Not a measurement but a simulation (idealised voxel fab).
Proc. module: voxel transistor to metal
For reference, the cross-section in this document is cut, with width 275 nm and square cells of 5 nm.
When this document writes out a cross-section, it uses a grid of square cells and lists it as bands, beginning at the top and moving down, with a band standing for one or more rows of cells.
A band entry consists of two parts. The first gives the height of the band's top and the height of its bottom, in nm. The rest lists the band's materials from left to right, each with its width in nm. A single material labelled with the word "edge to edge" fills the band from edge to edge, and the word "empty" marks empty space.
Heights from 0 (as-received wafer is one material below). Bottom band endless downward, as "0..down".
Top row gets the first number, bottom row gets the second, and each row in between changes by the same step: that is how a band width like "30 to 40" works.
No cell of the cross-section changed in a step that is given as "remained the same".
Voids not open to the top, 8 cells minimum: see "Entrapped voids". Written width x height at distance; distance is from the left edge; nm.
Whatever follows a step's settings on its line is a remark the simulator itself makes about that step.
overlay nm: on a step with a mask, how far right of its planned place the mask lay; negative means left.

Planned step list for the process
1. op RECEIVE | material Si
2. op OXIDIZE | depth nm 5
3. op CONFORMAL_DEP | material SiN | thk nm 10
4. op PATTERN | tone cover | mask id ACTIVE | material resist | width nm 105 | pitch nm 135 | thk nm 20 | overlay nm 0
5. op DIRECTIONAL_ETCH | etch materials SiN | depth nm 10
6. op DIRECTIONAL_ETCH | etch materials SiO2 | depth nm 5
7. op DIRECTIONAL_ETCH | etch materials Si | depth nm 35
8. op STRIP | etch materials resist
9. op FILL_DEP | material SiO2 | thk nm 15
10. op CMP | height nm 10
11. op SELECTIVE_ETCH | etch materials SiO2 | depth nm 5
12. op STRIP | etch materials SiN
13. op SELECTIVE_ETCH | etch materials SiO2 | depth nm 5
14. op OXIDIZE | depth nm 5
15. op DIRECTIONAL_DEP | material polySi | thk nm 30
16. op DIRECTIONAL_DEP | material SiCN | thk nm 15
17. op PATTERN | tone cover | mask id GATE | material resist | width nm 35 | pitch nm 135 | thk nm 15 | overlay nm 0
18. op DIRECTIONAL_ETCH | etch materials SiCN | depth nm 25
19. op DIRECTIONAL_ETCH | etch materials polySi | depth nm 40
20. op STRIP | etch materials resist
21. op CONFORMAL_DEP | material SiO2 | thk nm 5
22. op DIRECTIONAL_ETCH | etch materials SiO2 | depth nm 5
23. op CONFORMAL_DEP | material SiN | thk nm 5
24. op DIRECTIONAL_ETCH | etch materials SiN | depth nm 5
25. op DIRECTIONAL_ETCH | etch materials SiO2 | depth nm 5
26. op DIRECTIONAL_ETCH | etch materials Si | depth nm 10
27. op EPI | material nSi | thk nm 10
28. op FILL_DEP | material SiO2 | thk nm 10
29. op CMP | height nm 25
30. op STRIP | etch materials polySi
31. op SELECTIVE_ETCH | etch materials SiO2 | depth nm 5
32. op CONFORMAL_DEP | material HfO2 | thk nm 5
33. op CONFORMAL_DEP | material TiN | thk nm 5
34. op FILL_DEP | material W | thk nm 10
35. op CMP | height nm 20
36. op DIRECTIONAL_DEP | material SiO2 | thk nm 10
37. op PATTERN | tone open | mask id CONTACT | material resist | width nm 15 | thk nm 15 | overlay nm 0
38. op DIRECTIONAL_ETCH | etch materials SiO2 | depth nm 30
39. op STRIP | etch materials resist
40. op CONFORMAL_DEP | material TiN | thk nm 5
41. op FILL_DEP | material W | thk nm 10
42. op CMP | height nm 30
43. op DIRECTIONAL_DEP | material TiN | thk nm 5
44. op DIRECTIONAL_DEP | material Ru | thk nm 25
45. op DIRECTIONAL_DEP | material aC | thk nm 15
46. op PATTERN | tone cover | mask id METAL_1 | material resist | width nm 15 | thk nm 35 | overlay nm 0
47. op DIRECTIONAL_ETCH | etch materials aC | depth nm 15
48. op STRIP | etch materials resist
49. op DIRECTIONAL_ETCH | etch materials Ru | depth nm 25
50. op DIRECTIONAL_ETCH | etch materials TiN | depth nm 5
51. op STRIP | etch materials aC
52. op FILL_DEP | material SiO2 | thk nm 5
53. op CMP | height nm 60
54. op CONFORMAL_DEP | material SiCN | thk nm 5
55. op DIRECTIONAL_DEP | material SiO2 | thk nm 30
56. op MASKED_ETCH | tone open | mask id METAL_2 | width nm 15 | pitch nm 135 | etch materials SiO2 | depth nm 15 | overlay nm 0
57. op DIRECTIONAL_DEP | material aC | thk nm 15
58. op PATTERN | tone open | mask id METAL_2_HOLES | material resist | width nm 15 | pitch nm 135 | thk nm 30 | overlay nm 0
59. op DIRECTIONAL_ETCH | etch materials aC | depth nm 15
60. op STRIP | etch materials resist
61. op DIRECTIONAL_ETCH | etch materials SiO2 | depth nm 15
62. op DIRECTIONAL_ETCH | etch materials SiCN | depth nm 5
63. op STRIP | etch materials aC
64. op CONFORMAL_DEP | material TiN | thk nm 5
65. op FILL_DEP | material Cu | thk nm 10
66. op CMP | height nm 95
67. op CONFORMAL_DEP | material SiN | thk nm 5
The plan shows the width nm of step 56 as the first wafer had it; this setting differs between the wafers, which start out alike.

Incoming state of the first of several wafers in cross-section: after step 1
- 0..down  Si edge to edge
- Entrapped voids: none

Table: wafers, a row each; end-of-module cell change per material since receipt, gain (+), loss (-); then closed voids
width nm 15; +12 Cu; +38 HfO2; +60 Ru; -220 Si; +49 SiCN; +79 SiN; +834 SiO2; +124 TiN; +60 W; +64 nSi; Entrapped voids: none
width nm 20; +16 Cu; +38 HfO2; +60 Ru; -220 Si; +49 SiCN; +79 SiN; +828 SiO2; +126 TiN; +60 W; +64 nSi; Entrapped voids: none
width nm 25; +20 Cu; +38 HfO2; +60 Ru; -220 Si; +49 SiCN; +79 SiN; +822 SiO2; +128 TiN; +60 W; +64 nSi; Entrapped voids: none
width nm 30; +24 Cu; +38 HfO2; +60 Ru; -220 Si; +49 SiCN; +79 SiN; +816 SiO2; +130 TiN; +60 W; +64 nSi; Entrapped voids: none
